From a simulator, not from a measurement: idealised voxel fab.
The following process module bears the name voxel transistor to metal.
Xsec cut, 300 nm wide, square cell size 5 nm.
This document writes a cross-section as a grid whose cells are square, and gives it as bands, listed from the top down; one or more rows of cells form a band. First you get the band's top height and its bottom height, in nm, and then the materials it's made of, left to right, with each width in nm. If you see a single material with "all across", that one covers the band edge to edge. "air" is empty space. Heights from 0 (as-received wafer is one material below). Bottom band endless downward, as "z 0 and below". With a width like "30..40", each row of cells in the band differs from the next by the same amount, the top row carrying the first number and the bottom row the second. When a step is marked "same as before", none of the cells in the cross-section changed during that step. Reported under the label "Non-vented voids" are the empty spaces having no open way to the top and comprising 8 cells or more; the notation for each is width x height at distance, in which the distance is measured from the left edge and all three values are in nm. Past the settings on a step's line: simulator remark, on that step. On any step carrying a mask, the "overlay nm" setting, if present on the step's line, tells how far right of its planned place the mask lay; negative values point to the left.
[Listed below are the process steps as planned]
1: RECEIVE, material Si
2: OXIDIZE, depth nm 5
3: CONFORMAL_DEP, material SiN, thk nm 15
4: DIRECTIONAL_DEP, material aC, thk nm 15
5: PATTERN, tone cover, mask id ACTIVE, material resist, width nm 95, pitch nm 125, thk nm 35, overlay nm 0
6: DIRECTIONAL_ETCH, etch materials aC, depth nm 15
7: STRIP, etch materials resist
8: DIRECTIONAL_ETCH, etch materials SiN, depth nm 15
9: DIRECTIONAL_ETCH, etch materials SiO2, depth nm 5
10: DIRECTIONAL_ETCH, etch materials Si, depth nm 30
11: STRIP, etch materials aC
12: FILL_DEP, material SiO2, thk nm 15
13: CMP, height nm 15
14: SELECTIVE_ETCH, etch materials SiO2, depth nm 10
15: STRIP, etch materials SiN
16: SELECTIVE_ETCH, etch materials SiO2, depth nm 5
17: OXIDIZE, depth nm 5
18: DIRECTIONAL_DEP, material polySi, thk nm 20
19: DIRECTIONAL_DEP, material SiCN, thk nm 15
20: MASKED_ETCH, tone cover, mask id GATE, width nm 25, pitch nm 125, etch materials SiCN, depth nm 25, overlay nm 0
21: MASKED_ETCH, tone cover, mask id GATE, width nm 25, pitch nm 125, etch materials polySi, depth nm 30, overlay nm 0
22: CONFORMAL_DEP, material SiN, thk nm 10
23: DIRECTIONAL_ETCH, etch materials SiN, depth nm 10
24: DIRECTIONAL_ETCH, etch materials SiO2, depth nm 5
25: EPI, material nSi, thk nm 5
26: FILL_DEP, material SiO2, thk nm 5
27: CMP, height nm 15
28: STRIP, etch materials polySi
29: SELECTIVE_ETCH, etch materials SiO2, depth nm 5
30: CONFORMAL_DEP, material HfO2, thk nm 5
31: CONFORMAL_DEP, material TiN, thk nm 5
32: FILL_DEP, material W, thk nm 5
33: CMP, height nm 10
34: DIRECTIONAL_DEP, material SiO2, thk nm 10
35: PATTERN, tone open, mask id CONTACT, material resist, width nm 15, thk nm 20, overlay nm 0
36: DIRECTIONAL_ETCH, etch materials SiO2, depth nm 25
37: STRIP, etch materials resist
38: CONFORMAL_DEP, material TiN, thk nm 5
39: FILL_DEP, material Ru, thk nm 10
40: CMP, height nm 20
41: CONFORMAL_DEP, material SiCN, thk nm 5
42: DIRECTIONAL_DEP, material lowk, thk nm 20
43: DIRECTIONAL_DEP, material aC, thk nm 10
44: PATTERN, tone open, mask id METAL_1, material resist, width nm 15, thk nm 30, overlay nm 0
45: DIRECTIONAL_ETCH, etch materials aC, depth nm 10
46: STRIP, etch materials resist
47: DIRECTIONAL_ETCH, etch materials lowk, depth nm 20
48: DIRECTIONAL_ETCH, etch materials SiCN, depth nm 5
49: STRIP, etch materials aC
50: CONFORMAL_DEP, material TiN, thk nm 5
51: FILL_DEP, material Ru, thk nm 10
52: CMP, height nm 45
53: CONFORMAL_DEP, material SiCN, thk nm 5
54: DIRECTIONAL_DEP, material SiO2, thk nm 30
55: PATTERN, tone open, mask id METAL_2, material resist, width nm 15, pitch nm 125, thk nm 15, overlay nm 0
56: DIRECTIONAL_ETCH, etch materials SiO2, depth nm 15
57: STRIP, etch materials resist
58: PATTERN, tone open, mask id METAL_2_HOLES, material resist, width nm 15, pitch nm 125, thk nm 20, overlay nm 0
59: DIRECTIONAL_ETCH, etch materials SiO2, depth nm 15
60: DIRECTIONAL_ETCH, etch materials SiCN, depth nm 5
61: STRIP, etch materials resist
62: CONFORMAL_DEP, material TiN, thk nm 5
63: FILL_DEP, material Ru, thk nm 10
64: CMP, height nm 80
65: CONFORMAL_DEP, material SiN, thk nm 5
[Step 1 complete: cross-section of the wafer as received]
  z 0 and below | Si all across
  Non-vented voids: none
[first wafer at the end, as planned]
  z 85 to 80 | SiN all across
  z 80 to 50 | 45 of SiO2, 5 of TiN, 5 of Ru, 5 of TiN, 110 of SiO2, 5 of TiN, 5 of Ru, 5 of TiN, 115 of SiO2
  z 50 to 45 | 45 of SiCN, 15 of TiN, 110 of SiCN, 15 of TiN, 115 of SiCN
  z 45 to 25 | 45 of lowk, 5 of TiN, 5 of Ru, 5 of TiN, 55 of lowk, 5 of TiN, 5 of Ru, 5 of TiN, 40 of lowk, 5 of TiN, 5 of Ru, 5 of TiN, 55 of lowk, 5 of TiN, 5 of Ru, 5 of TiN, 45 of lowk
  z 25 to 20 | 45 of SiCN, 15 of TiN, 55 of SiCN, 15 of TiN, 40 of SiCN, 15 of TiN, 55 of SiCN, 15 of TiN, 45 of SiCN
  z 20 to 10 | 45 of SiO2, 5 of TiN, 5 of Ru, 5 of TiN, 55 of SiO2, 5 of TiN, 5 of Ru, 5 of TiN, 40 of SiO2, 5 of TiN, 5 of Ru, 5 of TiN, 55 of SiO2, 5 of TiN, 5 of Ru, 5 of TiN, 45 of SiO2
  z 10 to 0 | 45 of SiO2, 5 of TiN, 5 of Ru, 5 of TiN, 5 of SiO2, 10 of SiN, 5 of HfO2, 5 of TiN, 5 of W, 5 of TiN, 5 of HfO2, 10 of SiN, 5 of SiO2, 5 of TiN, 5 of Ru, 5 of TiN, 40 of SiO2, 5 of TiN, 5 of Ru, 5 of TiN, 5 of SiO2, 10 of SiN, 5 of HfO2, 5 of TiN, 5 of W, 5 of TiN, 5 of HfO2, 10 of SiN, 5 of SiO2, 5 of TiN, 5 of Ru, 5 of TiN, 45 of SiO2
  z 0 to -5 | 35 of SiO2, 10 of SiN, 15 of TiN, 5 of SiO2, 10 of SiN, 5 of HfO2, 15 of TiN, 5 of HfO2, 10 of SiN, 5 of SiO2, 15 of TiN, 10 of SiN, 20 of SiO2, 10 of SiN, 15 of TiN, 5 of SiO2, 10 of SiN, 5 of HfO2, 15 of TiN, 5 of HfO2, 10 of SiN, 5 of SiO2, 15 of TiN, 10 of SiN, 35 of SiO2
  z -5 to -10 | 45 of SiO2, 20 of nSi, 5 of SiO2, 35 of HfO2, 5 of SiO2, 20 of nSi, 40 of SiO2, 20 of nSi, 5 of SiO2, 35 of HfO2, 5 of SiO2, 20 of nSi, 45 of SiO2
  z -10 to -35 | 40 of SiO2, 95 of Si, 30 of SiO2, 95 of Si, 40 of SiO2
  z -35 and below | Si all across
  Non-vented voids: none
[The second wafer, shown in cross-section after the module: started the same way as the first and given the same plan, yet one mistake crept into how it was run]
  z 100 to 95 | SiN all across
  z 95 to 85 | Ru all across
  z 85 to 80 | 50 of TiN, 5 of Ru, 120 of TiN, 5 of Ru, 120 of TiN
  z 80 to 50 | 45 of SiO2, 5 of TiN, 5 of Ru, 5 of TiN, 110 of SiO2, 5 of TiN, 5 of Ru, 5 of TiN, 115 of SiO2
  z 50 to 45 | 45 of SiCN, 15 of TiN, 110 of SiCN, 15 of TiN, 115 of SiCN
  z 45 to 25 | 45 of lowk, 5 of TiN, 5 of Ru, 5 of TiN, 55 of lowk, 5 of TiN, 5 of Ru, 5 of TiN, 40 of lowk, 5 of TiN, 5 of Ru, 5 of TiN, 55 of lowk, 5 of TiN, 5 of Ru, 5 of TiN, 45 of lowk
  z 25 to 20 | 45 of SiCN, 15 of TiN, 55 of SiCN, 15 of TiN, 40 of SiCN, 15 of TiN, 55 of SiCN, 15 of TiN, 45 of SiCN
  z 20 to 10 | 45 of SiO2, 5 of TiN, 5 of Ru, 5 of TiN, 55 of SiO2, 5 of TiN, 5 of Ru, 5 of TiN, 40 of SiO2, 5 of TiN, 5 of Ru, 5 of TiN, 55 of SiO2, 5 of TiN, 5 of Ru, 5 of TiN, 45 of SiO2
  z 10 to 0 | 45 of SiO2, 5 of TiN, 5 of Ru, 5 of TiN, 5 of SiO2, 10 of SiN, 5 of HfO2, 5 of TiN, 5 of W, 5 of TiN, 5 of HfO2, 10 of SiN, 5 of SiO2, 5 of TiN, 5 of Ru, 5 of TiN, 40 of SiO2, 5 of TiN, 5 of Ru, 5 of TiN, 5 of SiO2, 10 of SiN, 5 of HfO2, 5 of TiN, 5 of W, 5 of TiN, 5 of HfO2, 10 of SiN, 5 of SiO2, 5 of TiN, 5 of Ru, 5 of TiN, 45 of SiO2
  z 0 to -5 | 35 of SiO2, 10 of SiN, 15 of TiN, 5 of SiO2, 10 of SiN, 5 of HfO2, 15 of TiN, 5 of HfO2, 10 of SiN, 5 of SiO2, 15 of TiN, 10 of SiN, 20 of SiO2, 10 of SiN, 15 of TiN, 5 of SiO2, 10 of SiN, 5 of HfO2, 15 of TiN, 5 of HfO2, 10 of SiN, 5 of SiO2, 15 of TiN, 10 of SiN, 35 of SiO2
  z -5 to -10 | 45 of SiO2, 20 of nSi, 5 of SiO2, 35 of HfO2, 5 of SiO2, 20 of nSi, 40 of SiO2, 20 of nSi, 5 of SiO2, 35 of HfO2, 5 of SiO2, 20 of nSi, 45 of SiO2
  z -10 to -35 | 40 of SiO2, 95 of Si, 30 of SiO2, 95 of Si, 40 of SiO2
  z -35 and below | Si all across
  Non-vented voids: none
Deviation noted in wafer processing: step 64 was left out
The closing comparison, in cells, has the second wafer with more or fewer of some materials than the first: Ru: 122 more | TiN: 58 more
